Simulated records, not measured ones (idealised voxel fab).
The process module presented herein is designated voxel self aligned contacts.
Pictured: cross-section cut, 185 nm wide, on a grid of 5 nm square cells.
A cross-section is written here as square cells arranged in a grid, and it is given in bands from the top down, each band taking up one or more rows of cells. Band: top and bottom heights (nm) first, top before bottom; then materials from left to right, widths in nm. "full width" marks a sole material filling the band edge to edge. "air" denotes empty space. It should be noted that heights are counted from 0, beneath which the wafer as supplied is of one material throughout, and that the lowest band possesses no lower boundary but continues downward, as written in "from 0 down". A two-number width, for instance "30->40", indicates that the width is equal to the first number in the top row of the band and to the second number in the bottom row, and that it changes by a constant amount per row of cells. "no alterations made", as given for a step, is the statement that not any cell of the cross-section underwent a change during that step. For the entry "Enclosed cavity list", the listed items are empty spaces with no open way to the top whose size is 8 cells or more; each item follows the pattern width x height at distance, where distance is from the left edge and all three are in nm. Note: text after step settings on the step line = simulator remark on that step. overlay nm: on a step with a mask, how far right of its planned place the mask lay; negative means left.
### Below is the list of planned process steps
1,RECEIVE | material Si
2,CONFORMAL_DEP | material SiO2 | thk nm 5
3,DIRECTIONAL_DEP | material polySi | thk nm 30
4,DIRECTIONAL_DEP | material SiN | thk nm 20
5,MASKED_ETCH | tone cover | mask id GATE | width nm 25 | pitch nm 60 | etch materials SiN | depth nm 20 | overlay nm 0
6,MASKED_ETCH | tone cover | mask id GATE | width nm 25 | pitch nm 60 | etch materials polySi | depth nm 30 | overlay nm 0
7,CONFORMAL_DEP | material SiN | thk nm 10
8,DIRECTIONAL_ETCH | etch materials SiN | depth nm 10
9,FILL_DEP | material SiO2 | thk nm 10
10,CMP | height nm 60
11,DIRECTIONAL_DEP | material aC | thk nm 10
12,PATTERN | tone open | mask id CONTACT | material resist | width nm 45 | thk nm 25 | overlay nm 0
13,DIRECTIONAL_ETCH | etch materials aC | depth nm 10
14,STRIP | etch materials resist
15,DIRECTIONAL_ETCH | etch materials SiO2 | depth nm 60
16,STRIP | etch materials aC
17,CONFORMAL_DEP | material TiN | thk nm 5
18,FILL_DEP | material Ru | thk nm 10
19,CMP | height nm 60
20,CONFORMAL_DEP | material SiCN | thk nm 5
### Incoming wafer, cross-sectional view, post step 1
> from 0 down: Si full width
> Enclosed cavity list: none
### Sectioned view, first of two wafers, at the close of the module, processed as intended in the plan
> from 65 to 60: SiCN full width
> from 60 to 55: 70 SiO2, then 20 TiN, then 5 Ru, then 20 TiN, then 70 SiO2
> from 55 to 35: 40 SiO2, then 45 SiN, then 5 TiN, then 5 Ru, then 5 TiN, then 45 SiN, then 40 SiO2
> from 35 to 5: 40 SiO2, then 10 SiN, then 25 polySi, then 10 SiN, then 5 TiN, then 5 Ru, then 5 TiN, then 10 SiN, then 25 polySi, then 10 SiN, then 40 SiO2
> from 5 to 0: 85 SiO2, then 15 TiN, then 85 SiO2
> from 0 down: Si full width
> Enclosed cavity list: none
### Second wafer of the two, sectioned at the end of the module. It began like the first and followed the same plan, but one mistake was made while running it
> from 65 to 60: SiCN full width
> from 60 to 55: 70 SiO2, then 20 TiN, then 10 Ru, then 15 TiN, then 70 SiO2
> from 55 to 40: 45 SiO2, then 40 SiN, then 5 TiN, then 10 Ru, then 5 TiN, then 40 SiN, then 40 SiO2
> from 40 to 35: 45 SiO2, then 40 SiN, then 5 TiN, then 5 Ru, then 10 TiN, then 40 SiN, then 40 SiO2
> from 35 to 5: 40 SiO2, then 10 SiN, then 25 polySi, then 10 SiN, then 5 TiN, then 5 Ru, then 5 TiN, then 10 SiN, then 25 polySi, then 10 SiN, then 40 SiO2
> from 5 to 0: 85 SiO2, then 15 TiN, then 85 SiO2
> from 0 down: Si full width
> Enclosed cavity list: none
Short version of what went wrong: step 5 was not run as planned; what actually ran was MASKED_ETCH | tone cover | mask id GATE | width nm 20 | pitch nm 60 | etch materials SiN | depth nm 20 | overlay nm 0
Bottom line after processing is that, in cells, the second wafer is up or down on some materials versus the first: 4 more of Ru, 8 fewer of SiN, 4 more of SiO2
